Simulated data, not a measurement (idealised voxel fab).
Module name: voxel capacitor over wiring (process module)
This is section cut - it's 240 nm across, gridded in 5 nm square cells.
A cross-section in this document is a grid of square cells, and it is written down as bands, the top band listed before the ones below it; a band is made up of one or more rows of cells.
The entry gives the band's vertical extent as a top height and a bottom height in nm, then its horizontal make-up as materials from left to right, each with a width in nm. "blank" stands for empty space; a single material marked "all across" fills the band edge to edge.
Counting heights begins at 0, where everything beneath is, in the wafer as received, one material. The lowest band has no bottom; it goes on downwards, as "z 0 and below" shows.
Note: "30..40" means the width goes from the first number (top row of the band) to the second number (bottom row) in equal steps per row of cells.
When a step is marked "stayed the same", none of the cells in the cross-section changed during that step.
Each empty space that has no open way to the top and spans at least 8 cells appears under "Entrapped void list" as width x height at distance, the distance counted from the left edge, all in nm.
Past the settings on a step's line: simulator remark, on that step.
The optional step-line setting "overlay nm" applies to steps with a mask and quantifies how far to the right of its planned location the mask lay, a negative value indicating leftward placement.

### Here's what the planned process steps look like
1,RECEIVE [material Si]
2,CONFORMAL_DEP [material SiO2] [thk nm 15]
3,DIRECTIONAL_DEP [material TiN] [thk nm 5]
4,DIRECTIONAL_DEP [material W] [thk nm 15]
5,MASKED_ETCH [tone cover] [mask id METAL_1] [width nm 30] [pitch nm 90] [etch materials W] [depth nm 15] [overlay nm 0]
6,MASKED_ETCH [tone cover] [mask id METAL_1] [width nm 30] [pitch nm 90] [etch materials TiN] [depth nm 5] [overlay nm 0]
7,FILL_DEP [material SiO2] [thk nm 5]
8,CMP [height nm 35]
9,CONFORMAL_DEP [material SiCN] [thk nm 5]
10,DIRECTIONAL_DEP [material SiO2] [thk nm 20]
11,DIRECTIONAL_DEP [material aC] [thk nm 10]
12,PATTERN [tone open] [mask id PLUG_1] [material resist] [width nm 15] [thk nm 30] [overlay nm 0]
13,DIRECTIONAL_ETCH [etch materials aC] [depth nm 10]
14,STRIP [etch materials resist]
15,DIRECTIONAL_ETCH [etch materials SiO2] [depth nm 20]
16,DIRECTIONAL_ETCH [etch materials SiCN] [depth nm 5]
17,STRIP [etch materials aC]
18,EPI [material Ru] [thk nm 10]
19,EPI [material Ru] [thk nm 10]
20,EPI [material Ru] [thk nm 5]
21,DIRECTIONAL_DEP [material TiN] [thk nm 5]
22,DIRECTIONAL_DEP [material SiN] [thk nm 5]
23,DIRECTIONAL_DEP [material TiN] [thk nm 5]
24,MASKED_ETCH [tone cover] [mask id UPPER_PLATE] [width nm 65] [etch materials TiN] [depth nm 5] [overlay nm 0]
25,MASKED_ETCH [tone cover] [mask id UPPER_PLATE] [width nm 65] [etch materials SiN] [depth nm 5] [overlay nm 0]
26,MASKED_ETCH [tone cover] [mask id LOWER_PLATE] [width nm 75] [etch materials TiN] [depth nm 5] [overlay nm 0]
27,FILL_DEP [material SiO2] [thk nm 20]
28,CMP [height nm 90]
29,DIRECTIONAL_DEP [material aC] [thk nm 10]
30,PATTERN [tone open] [mask id PLUG_2] [material resist] [width nm 15] [thk nm 30] [overlay nm 0]
31,DIRECTIONAL_ETCH [etch materials aC] [depth nm 10]
32,STRIP [etch materials resist]
33,DIRECTIONAL_ETCH [etch materials SiO2] [depth nm 15]
34,STRIP [etch materials aC]
35,CONFORMAL_DEP [material TiN] [thk nm 5]
36,FILL_DEP [material W] [thk nm 5]
37,CMP [height nm 90]
38,CONFORMAL_DEP [material SiCN] [thk nm 5]

### First out of two wafers; run went to plan

### Wafer cross-section on receipt, i.e. after step 1
	z 0 and below | Si all across
	Entrapped void list: none

### Presented here is a cross-section of the wafer after step 2 has been performed
	z 15 to 0 | SiO2 all across
	Heights below 0 show no change.

### Presented here is a cross-section of the wafer after step 3 has been performed
	z 20 to 15 | TiN all across
	Heights below 15 show no change.

### Presented here is a cross-section of the wafer after step 4 has been performed
	z 35 to 20 | W all across
	Heights below 20 show no change.

### Presented here is a cross-section of the wafer after step 5 has been performed
	z 35 to 20 | blank 60, W 30, blank 60, W 30, blank 60
	Heights below 20 show no change.

### Presented here is a cross-section of the wafer after step 6 has been performed
	z 35 to 20 | blank 60, W 30, blank 60, W 30, blank 60
	z 20 to 15 | blank 60, TiN 30, blank 60, TiN 30, blank 60
	Heights below 15 show no change.

### Presented here is a cross-section of the wafer after step 7 has been performed
	z 40 to 35 | SiO2 all across
	z 35 to 20 | SiO2 60, W 30, SiO2 60, W 30, SiO2 60
	z 20 to 15 | SiO2 60, TiN 30, SiO2 60, TiN 30, SiO2 60
	Heights below 15 show no change.

### Presented here is a cross-section of the wafer after step 8 has been performed
	z 35 to 20 | SiO2 60, W 30, SiO2 60, W 30, SiO2 60
	Heights below 20 show no change.

### Presented here is a cross-section of the wafer after step 9 has been performed
	z 40 to 35 | SiCN all across
	Heights below 35 show no change.

### Presented here is a cross-section of the wafer after step 10 has been performed
	z 60 to 40 | SiO2 all across
	Heights below 40 show no change.

### Presented here is a cross-section of the wafer after step 11 has been performed
	z 70 to 60 | aC all across
	Heights below 60 show no change.

### Presented here is a cross-section of the wafer after step 12 has been performed
	z 100 to 70 | resist 75, blank 15, resist 150
	Heights below 70 show no change.

### Presented here is a cross-section of the wafer after step 13 has been performed
	z 90 to 70 | resist 75, blank 15, resist 150
	z 70 to 60 | aC 75, blank 15, aC 150
	Heights below 60 show no change.

### Presented here is a cross-section of the wafer after step 14 has been performed
	z 70 to 60 | aC 75, blank 15, aC 150
	Heights below 60 show no change.

### Presented here is a cross-section of the wafer after step 15 has been performed
	z 70 to 60 | aC 75, blank 15, aC 150
	z 60 to 40 | SiO2 75, blank 15, SiO2 150
	Heights below 40 show no change.

### Presented here is a cross-section of the wafer after step 16 has been performed
	z 70 to 60 | aC 75, blank 15, aC 150
	z 60 to 40 | SiO2 75, blank 15, SiO2 150
	z 40 to 35 | SiCN 75, blank 15, SiCN 150
	Heights below 35 show no change.

### Presented here is a cross-section of the wafer after step 17 has been performed
	z 60 to 40 | SiO2 75, blank 15, SiO2 150
	Heights below 40 show no change.

### Presented here is a cross-section of the wafer after step 18 has been performed
	z 60 to 45 | SiO2 75, blank 15, SiO2 150
	z 45 to 40 | SiO2 75, Ru 15, SiO2 150
	z 40 to 35 | SiCN 75, Ru 15, SiCN 150
	Heights below 35 show no change.

### Presented here is a cross-section of the wafer after step 19 has been performed
	z 60 to 55 | SiO2 75, blank 15, SiO2 150
	z 55 to 40 | SiO2 75, Ru 15, SiO2 150
	Heights below 40 show no change.

### Presented here is a cross-section of the wafer after step 20 has been performed
	z 60 to 40 | SiO2 75, Ru 15, SiO2 150
	Heights below 40 show no change.

### Presented here is a cross-section of the wafer after step 21 has been performed
	z 65 to 60 | TiN all across
	Heights below 60 show no change.

### Presented here is a cross-section of the wafer after step 22 has been performed
	z 70 to 65 | SiN all across
	Heights below 65 show no change.

### Presented here is a cross-section of the wafer after step 23 has been performed
	z 75 to 70 | TiN all across
	Heights below 70 show no change.

### Presented here is a cross-section of the wafer after step 24 has been performed
	z 75 to 70 | blank 75, TiN 65, blank 100
	Heights below 70 show no change.

### Presented here is a cross-section of the wafer after step 25 has been performed
	z 75 to 70 | blank 75, TiN 65, blank 100
	z 70 to 65 | blank 75, SiN 65, blank 100
	Heights below 65 show no change.

### Presented here is a cross-section of the wafer after step 26 has been performed
	z 75 to 70 | blank 75, TiN 65, blank 100
	z 70 to 65 | blank 75, SiN 65, blank 100
	z 65 to 60 | blank 70, TiN 75, blank 95
	Heights below 60 show no change.

### Presented here is a cross-section of the wafer after step 27 has been performed
	z 95 to 75 | SiO2 all across
	z 75 to 70 | SiO2 75, TiN 65, SiO2 100
	z 70 to 65 | SiO2 75, SiN 65, SiO2 100
	z 65 to 60 | SiO2 70, TiN 75, SiO2 95
	Heights below 60 show no change.

### Presented here is a cross-section of the wafer after step 28 has been performed
	z 90 to 75 | SiO2 all across
	Heights below 75 show no change.

### Presented here is a cross-section of the wafer after step 29 has been performed
	z 100 to 90 | aC all across
	Heights below 90 show no change.

### Presented here is a cross-section of the wafer after step 30 has been performed
	z 130 to 100 | resist 85, blank 15, resist 140
	Heights below 100 show no change.

### Presented here is a cross-section of the wafer after step 31 has been performed
	z 120 to 100 | resist 85, blank 15, resist 140
	z 100 to 90 | aC 85, blank 15, aC 140
	Heights below 90 show no change.

### Presented here is a cross-section of the wafer after step 32 has been performed
	z 100 to 90 | aC 85, blank 15, aC 140
	Heights below 90 show no change.

### Presented here is a cross-section of the wafer after step 33 has been performed
	z 100 to 90 | aC 85, blank 15, aC 140
	z 90 to 75 | SiO2 85, blank 15, SiO2 140
	Heights below 75 show no change.

### Presented here is a cross-section of the wafer after step 34 has been performed
	z 90 to 75 | SiO2 85, blank 15, SiO2 140
	Heights below 75 show no change.

### Presented here is a cross-section of the wafer after step 35 has been performed
	z 95 to 90 | TiN 90, blank 5, TiN 145
	z 90 to 80 | SiO2 85, TiN 5, blank 5, TiN 5, SiO2 140
	z 80 to 70 | SiO2 85..75, TiN 15..65, SiO2 140..100
	Heights below 70 show no change.

### Presented here is a cross-section of the wafer after step 36 has been performed
	z 100 to 95 | W all across
	z 95 to 90 | TiN 90, W 5, TiN 145
	z 90 to 80 | SiO2 85, TiN 5, W 5, TiN 5, SiO2 140
	Heights below 80 show no change.

### Presented here is a cross-section of the wafer after step 37 has been performed
	z 90 to 80 | SiO2 85, TiN 5, W 5, TiN 5, SiO2 140
	Heights below 80 show no change.

### Presented here is a cross-section of the wafer after step 38 has been performed
	z 95 to 90 | SiCN all across
	Heights below 90 show no change.

### Wafer two. Identical start, identical plan. One mistake in execution. Identical history through step 11

### Look at the second wafer in cross-section at the time step 12 ought to have finished
	z 100 to 70 | blank 75, resist 15, blank 150
	Heights below 70 show no change.

### Look at the second wafer in cross-section at the time step 13 ought to have finished
	z 90 to 70 | blank 75, resist 15, blank 150
	z 70 to 60 | blank 75, aC 15, blank 150
	Heights below 60 show no change.

### Look at the second wafer in cross-section at the time step 14 ought to have finished
	z 70 to 60 | blank 75, aC 15, blank 150
	Heights below 60 show no change.

### Look at the second wafer in cross-section at the time step 15 ought to have finished
	z 70 to 60 | blank 75, aC 15, blank 150
	z 60 to 40 | blank 75, SiO2 15, blank 150
	Heights below 40 show no change.

### Look at the second wafer in cross-section at the time step 16 ought to have finished
	z 70 to 60 | blank 75, aC 15, blank 150
	z 60 to 40 | blank 75, SiO2 15, blank 150
	z 40 to 35 | blank 75, SiCN 15, blank 150
	Heights below 35 show no change.

### Look at the second wafer in cross-section at the time step 17 ought to have finished
	z 60 to 40 | blank 75, SiO2 15, blank 150
	Heights below 40 show no change.

### Look at the second wafer in cross-section at the time step 18 ought to have finished
	z 60 to 45 | blank 75, SiO2 15, blank 150
	z 45 to 40 | blank 50, Ru 25, SiO2 15, blank 50, Ru 50, blank 50
	z 40 to 35 | blank 50, Ru 25, SiCN 15, blank 50, Ru 50, blank 50
	Heights below 35 show no change.

### Look at the second wafer in cross-section at the time step 19 ought to have finished
	z 60 to 55 | blank 75, SiO2 15, blank 150
	z 55 to 40 | blank 40, Ru 35, SiO2 15, blank 40, Ru 70, blank 40
	z 40 to 35 | blank 40, Ru 35, SiCN 15, blank 40, Ru 70, blank 40
	Heights below 35 show no change.

### Look at the second wafer in cross-section at the time step 20 ought to have finished
	z 60 to 40 | blank 35, Ru 40, SiO2 15, blank 35, Ru 80, blank 35
	z 40 to 35 | blank 35, Ru 40, SiCN 15, blank 35, Ru 80, blank 35
	Heights below 35 show no change.

### Look at the second wafer in cross-section at the time step 21 ought to have finished
	z 65 to 60 | blank 35, TiN 55, blank 35, TiN 80, blank 35
	z 60 to 40 | blank 35, Ru 40, SiO2 15, blank 35, Ru 80, blank 35
	z 40 to 35 | TiN 35, Ru 40, SiCN 15, TiN 35, Ru 80, TiN 35
	Heights below 35 show no change.

### Look at the second wafer in cross-section at the time step 22 ought to have finished
	z 70 to 65 | blank 35, SiN 55, blank 35, SiN 80, blank 35
	z 65 to 60 | blank 35, TiN 55, blank 35, TiN 80, blank 35
	z 60 to 45 | blank 35, Ru 40, SiO2 15, blank 35, Ru 80, blank 35
	z 45 to 40 | SiN 35, Ru 40, SiO2 15, SiN 35, Ru 80, SiN 35
	Heights below 40 show no change.

### Look at the second wafer in cross-section at the time step 23 ought to have finished
	z 75 to 70 | blank 35, TiN 55, blank 35, TiN 80, blank 35
	z 70 to 65 | blank 35, SiN 55, blank 35, SiN 80, blank 35
	z 65 to 60 | blank 35, TiN 55, blank 35, TiN 80, blank 35
	z 60 to 50 | blank 35, Ru 40, SiO2 15, blank 35, Ru 80, blank 35
	z 50 to 45 | TiN 35, Ru 40, SiO2 15, TiN 35, Ru 80, TiN 35
	Heights below 45 show no change.

### Look at the second wafer in cross-section at the time step 24 ought to have finished
	z 75 to 70 | blank 75, TiN 15, blank 35, TiN 15, blank 100
	z 70 to 65 | blank 35, SiN 55, blank 35, SiN 80, blank 35
	z 65 to 60 | blank 35, TiN 55, blank 35, TiN 80, blank 35
	z 60 to 50 | blank 35, Ru 40, SiO2 15, blank 35, Ru 80, blank 35
	z 50 to 45 | blank 35, Ru 40, SiO2 15, TiN 35, Ru 80, blank 35
	Heights below 45 show no change.

### Look at the second wafer in cross-section at the time step 25 ought to have finished
	z 75 to 70 | blank 75, TiN 15, blank 35, TiN 15, blank 100
	z 70 to 65 | blank 75, SiN 15, blank 35, SiN 15, blank 100
	z 65 to 60 | blank 35, TiN 55, blank 35, TiN 80, blank 35
	z 60 to 50 | blank 35, Ru 40, SiO2 15, blank 35, Ru 80, blank 35
	z 50 to 45 | blank 35, Ru 40, SiO2 15, TiN 35, Ru 80, blank 35
	z 45 to 40 | blank 35, Ru 40, SiO2 15, SiN 35, Ru 80, blank 35
	Heights below 40 show no change.

### Look at the second wafer in cross-section at the time step 26 ought to have finished
	z 75 to 70 | blank 75, TiN 15, blank 35, TiN 15, blank 100
	z 70 to 65 | blank 75, SiN 15, blank 35, SiN 15, blank 100
	z 65 to 60 | blank 70, TiN 20, blank 35, TiN 20, blank 95
	z 60 to 50 | blank 35, Ru 40, SiO2 15, blank 35, Ru 80, blank 35
	z 50 to 45 | blank 35, Ru 40, SiO2 15, TiN 35, Ru 80, blank 35
	z 45 to 40 | blank 35, Ru 40, SiO2 15, SiN 35, Ru 80, blank 35
	z 40 to 35 | blank 35, Ru 40, SiCN 15, TiN 35, Ru 80, blank 35
	Heights below 35 show no change.

### Look at the second wafer in cross-section at the time step 27 ought to have finished
	z 95 to 75 | SiO2 all across
	z 75 to 70 | SiO2 75, TiN 15, SiO2 35, TiN 15, SiO2 100
	z 70 to 65 | SiO2 75, SiN 15, SiO2 35, SiN 15, SiO2 100
	z 65 to 60 | SiO2 70, TiN 20, SiO2 35, TiN 20, SiO2 95
	z 60 to 50 | SiO2 35, Ru 40, SiO2 50, Ru 80, SiO2 35
	z 50 to 45 | SiO2 35, Ru 40, SiO2 15, TiN 35, Ru 80, SiO2 35
	z 45 to 40 | SiO2 35, Ru 40, SiO2 15, SiN 35, Ru 80, SiO2 35
	z 40 to 35 | SiO2 35, Ru 40, SiCN 15, TiN 35, Ru 80, SiO2 35
	Heights below 35 show no change.

### Look at the second wafer in cross-section at the time step 28 ought to have finished
	z 90 to 75 | SiO2 all across
	Heights below 75 show no change.

### Look at the second wafer in cross-section at the time step 29 ought to have finished
	z 100 to 90 | aC all across
	Heights below 90 show no change.

### Look at the second wafer in cross-section at the time step 30 ought to have finished
	z 130 to 100 | resist 85, blank 15, resist 140
	Heights below 100 show no change.

### Look at the second wafer in cross-section at the time step 31 ought to have finished
	z 120 to 100 | resist 85, blank 15, resist 140
	z 100 to 90 | aC 85, blank 15, aC 140
	Heights below 90 show no change.

### Look at the second wafer in cross-section at the time step 32 ought to have finished
	z 100 to 90 | aC 85, blank 15, aC 140
	Heights below 90 show no change.

### Look at the second wafer in cross-section at the time step 33 ought to have finished
	z 100 to 90 | aC 85, blank 15, aC 140
	z 90 to 75 | SiO2 85, blank 15, SiO2 140
	Heights below 75 show no change.

### Look at the second wafer in cross-section at the time step 34 ought to have finished
	z 90 to 75 | SiO2 85, blank 15, SiO2 140
	Heights below 75 show no change.

### Look at the second wafer in cross-section at the time step 35 ought to have finished
	z 95 to 90 | TiN 90, blank 5, TiN 145
	z 90 to 80 | SiO2 85, TiN 5, blank 5, TiN 5, SiO2 140
	z 80 to 75 | SiO2 85, TiN 15, SiO2 140
	Heights below 75 show no change.

### Look at the second wafer in cross-section at the time step 36 ought to have finished
	z 100 to 95 | W all across
	z 95 to 90 | TiN 90, W 5, TiN 145
	z 90 to 80 | SiO2 85, TiN 5, W 5, TiN 5, SiO2 140
	Heights below 80 show no change.

### Look at the second wafer in cross-section at the time step 37 ought to have finished
	z 90 to 80 | SiO2 85, TiN 5, W 5, TiN 5, SiO2 140
	Heights below 80 show no change.

### Look at the second wafer in cross-section at the time step 38 ought to have finished
	z 95 to 90 | SiCN all across
	Heights below 90 show no change.
The plan and the run diverged here: step 12 ran with different settings than intended, the actual operation and settings being PATTERN [tone cover] [mask id PLUG_1] [material resist] [width nm 15] [thk nm 30] [overlay nm 0]
End of process, cell counts, second wafer against first, materials with more or fewer: Ru +105 | SiCN -42 | SiO2 -63
